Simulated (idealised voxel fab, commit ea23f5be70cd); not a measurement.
Process module in this document: voxel wiring stack
It is cross-section cut that appears here, measuring 210 nm in width, its square cells being 5 nm in size.
If you're reading a cross-section in this doc, picture square cells in a grid; it comes to you as bands, top ones listed first down to the bottom, and a band can be one or more rows of cells. Read a band's entry like this: the first values are the height of its top and the height of its bottom in nm, and what follows is the sequence of materials from left to right, each with its width in nm. Note that "empty" is empty space, and that a single material marked "throughout" reaches across the band from edge to edge. Basically, 0 is our baseline, since under it the wafer straight out of the box is all one material. The bottom band has no lower end and keeps on going down, so it looks like "0 -> down". Top row gets the first number, bottom row gets the second, and each row in between changes by the same step: that is how a band width like "30->40" works. Where a step carries "remained unchanged", the cross-section came out of it unchanged, cell for cell. Sealed voids: empty space of 8 cells or more with no open way to the top, each as width x height at its distance from the left edge, in nm. Note: text after step settings on the step line = simulator remark on that step. You can add "overlay nm" to a step's line. For a step with a mask, it describes how far the mask lay to the right of its planned position, and a negative number describes a lay to the left.
# Process steps foreseen in the plan
- 1: RECEIVE with material Si
- 2: CONFORMAL_DEP with material SiO2, thk nm 15
- 3: DIRECTIONAL_DEP with material TiN, thk nm 5
- 4: DIRECTIONAL_DEP with material W, thk nm 20
- 5: MASKED_ETCH with tone cover, mask id METAL_1, width nm 20, pitch nm 35, etch materials W, depth nm 20, overlay nm 0
- 6: MASKED_ETCH with tone cover, mask id METAL_1, width nm 20, pitch nm 35, etch materials TiN, depth nm 5, overlay nm 0
- 7: CONFORMAL_DEP with material SiN, thk nm 5
- 8: FILL_DEP with material SiO2, thk nm 5
- 9: CMP with height nm 40
- 10: CONFORMAL_DEP with material SiCN, thk nm 5
- 11: DIRECTIONAL_DEP with material SiO2, thk nm 35
- 12: MASKED_ETCH with tone open, mask id METAL_2, width nm 20, pitch nm 35, etch materials SiO2, depth nm 20, overlay nm 0
- 13: MASKED_ETCH with tone open, mask id METAL_2_HOLES, width nm 15, etch materials SiO2, depth nm 15, overlay nm 0
- 14: MASKED_ETCH with tone open, mask id METAL_2_HOLES, width nm 15, etch materials SiCN, depth nm 5, overlay nm 0
- 15: CONFORMAL_DEP with material TiN, thk nm 5
- 16: FILL_DEP with material Cu, thk nm 5
- 17: CMP with height nm 80
- 18: CONFORMAL_DEP with material SiCN, thk nm 5
- 19: DIRECTIONAL_DEP with material SiO2, thk nm 10
- 20: MASKED_ETCH with tone open, mask id PLUG_2, width nm 15, pitch nm 35, etch materials SiO2, depth nm 10, overlay nm 0
- 21: MASKED_ETCH with tone open, mask id PLUG_2, width nm 15, pitch nm 35, etch materials SiCN, depth nm 5, overlay nm 0
- 22: EPI with material Ru, thk nm 10
- 23: EPI with material Ru, thk nm 5
- 24: CONFORMAL_DEP with material SiN, thk nm 5
- 25: DIRECTIONAL_DEP with material SiO2, thk nm 15
- 26: PATTERN with tone open, mask id METAL_3, material resist, width nm 20, pitch nm 35, thk nm 20, overlay nm 0
- 27: DIRECTIONAL_ETCH with etch materials SiO2, depth nm 15
- 28: DIRECTIONAL_ETCH with etch materials SiN, depth nm 5
- 29: STRIP with etch materials resist
- 30: CONFORMAL_DEP with material TiN, thk nm 5
- 31: FILL_DEP with material W, thk nm 10
- 32: CMP with height nm 115
- 33: CONFORMAL_DEP with material SiCN, thk nm 5
- 34: DIRECTIONAL_DEP with material SiO2, thk nm 35
- 35: PATTERN with tone open, mask id METAL_4, material resist, width nm 20, pitch nm 35, thk nm 20, overlay nm 0
- 36: DIRECTIONAL_ETCH with etch materials SiO2, depth nm 20
- 37: STRIP with etch materials resist
- 38: DIRECTIONAL_DEP with material aC, thk nm 10
- 39: PATTERN with tone open, mask id METAL_4_HOLES, material resist, width nm 15, pitch nm 35, thk nm 25, overlay nm 0
- 40: DIRECTIONAL_ETCH with etch materials aC, depth nm 10
- 41: STRIP with etch materials resist
- 42: DIRECTIONAL_ETCH with etch materials SiO2, depth nm 15
- 43: DIRECTIONAL_ETCH with etch materials SiCN, depth nm 5
- 44: STRIP with etch materials aC
- 45: CONFORMAL_DEP with material TiN, thk nm 5
- 46: FILL_DEP with material Cu, thk nm 10
- 47: CMP with height nm 155
- 48: CONFORMAL_DEP with material SiCN, thk nm 5
# Shown in cross-section is the wafer as received, that is, as it stands after step 1
- 0 -> down  Si throughout
- Sealed voids: none
# Cross-section taken at module completion on the first of two wafers; processed per the plan
- 160 -> 155  SiCN throughout
- 155 -> 140  75 nm SiO2  5 nm TiN  10 nm Cu  5 nm TiN  15 nm SiO2  5 nm TiN  10 nm Cu  5 nm TiN  80 nm SiO2
- 140 -> 135  75 nm SiO2  5 nm TiN  5 nm Cu  10 nm TiN  15 nm SiO2  5 nm TiN  5 nm Cu  10 nm TiN  80 nm SiO2
- 135 -> 120  75 nm SiO2  5 nm TiN  5 nm Cu  5 nm TiN  20 nm SiO2  5 nm TiN  5 nm Cu  5 nm TiN  85 nm SiO2
- 120 -> 115  75 nm SiCN  15 nm TiN  20 nm SiCN  15 nm TiN  85 nm SiCN
- 115 -> 100  75 nm SiO2  5 nm TiN  10 nm W  5 nm TiN  15 nm SiO2  5 nm TiN  10 nm W  5 nm TiN  80 nm SiO2
- 100 -> 95  75 nm SiN  20 nm TiN  15 nm SiN  20 nm TiN  80 nm SiN
- 95 -> 85  75 nm SiO2  15 nm Ru  20 nm SiO2  15 nm Ru  85 nm SiO2
- 85 -> 80  75 nm SiCN  15 nm Ru  20 nm SiCN  15 nm Ru  85 nm SiCN
- 80 -> 65  75 nm SiO2  5 nm TiN  10 nm Cu  5 nm TiN  15 nm SiO2  5 nm TiN  10 nm Cu  5 nm TiN  80 nm SiO2
- 65 -> 60  75 nm SiO2  5 nm TiN  5 nm Cu  10 nm TiN  15 nm SiO2  20 nm TiN  80 nm SiO2
- 60 -> 45  75 nm SiO2  5 nm TiN  5 nm Cu  5 nm TiN  120 nm SiO2
- 45 -> 40  75 nm SiCN  15 nm TiN  120 nm SiCN
- 40 -> 20  70 nm SiO2  5 nm SiN  20 nm W  5 nm SiN  5 nm SiO2  5 nm SiN  20 nm W  5 nm SiN  75 nm SiO2
- 20 -> 15  75 nm SiN  20 nm TiN  15 nm SiN  20 nm TiN  80 nm SiN
- 15 -> 0  SiO2 throughout
- 0 -> down  Si throughout
- Sealed voids: none
# This cross-section belongs to the second wafer of two at the end of the module; the start and the plan were shared with the first, and the run included one mistake
- 160 -> 155  SiCN throughout
- 155 -> 145  Cu throughout
- 145 -> 140  80 nm TiN  10 nm Cu  25 nm TiN  10 nm Cu  85 nm TiN
- 140 -> 135  75 nm SiO2  5 nm TiN  5 nm Cu  10 nm TiN  15 nm SiO2  5 nm TiN  5 nm Cu  10 nm TiN  80 nm SiO2
- 135 -> 120  75 nm SiO2  5 nm TiN  5 nm Cu  5 nm TiN  20 nm SiO2  5 nm TiN  5 nm Cu  5 nm TiN  85 nm SiO2
- 120 -> 115  75 nm SiCN  15 nm TiN  20 nm SiCN  15 nm TiN  85 nm SiCN
- 115 -> 100  75 nm SiO2  5 nm TiN  10 nm W  5 nm TiN  15 nm SiO2  5 nm TiN  10 nm W  5 nm TiN  80 nm SiO2
- 100 -> 95  75 nm SiN  20 nm TiN  15 nm SiN  20 nm TiN  80 nm SiN
- 95 -> 85  75 nm SiO2  15 nm Ru  20 nm SiO2  15 nm Ru  85 nm SiO2
- 85 -> 80  75 nm SiCN  15 nm Ru  20 nm SiCN  15 nm Ru  85 nm SiCN
- 80 -> 65  75 nm SiO2  5 nm TiN  10 nm Cu  5 nm TiN  15 nm SiO2  5 nm TiN  10 nm Cu  5 nm TiN  80 nm SiO2
- 65 -> 60  75 nm SiO2  5 nm TiN  5 nm Cu  10 nm TiN  15 nm SiO2  20 nm TiN  80 nm SiO2
- 60 -> 45  75 nm SiO2  5 nm TiN  5 nm Cu  5 nm TiN  120 nm SiO2
- 45 -> 40  75 nm SiCN  15 nm TiN  120 nm SiCN
- 40 -> 20  70 nm SiO2  5 nm SiN  20 nm W  5 nm SiN  5 nm SiO2  5 nm SiN  20 nm W  5 nm SiN  75 nm SiO2
- 20 -> 15  75 nm SiN  20 nm TiN  15 nm SiN  20 nm TiN  80 nm SiN
- 15 -> 0  SiO2 throughout
- 0 -> down  Si throughout
- Sealed voids: none
The plan and the run diverged here: so 37 and 38 got swapped relative to the plan, each ran where the other was supposed to
Bottom line after processing is that, in cells, the second wafer is up or down on some materials versus the first: 76 more of Cu | 102 fewer of SiO2 | 26 more of TiN
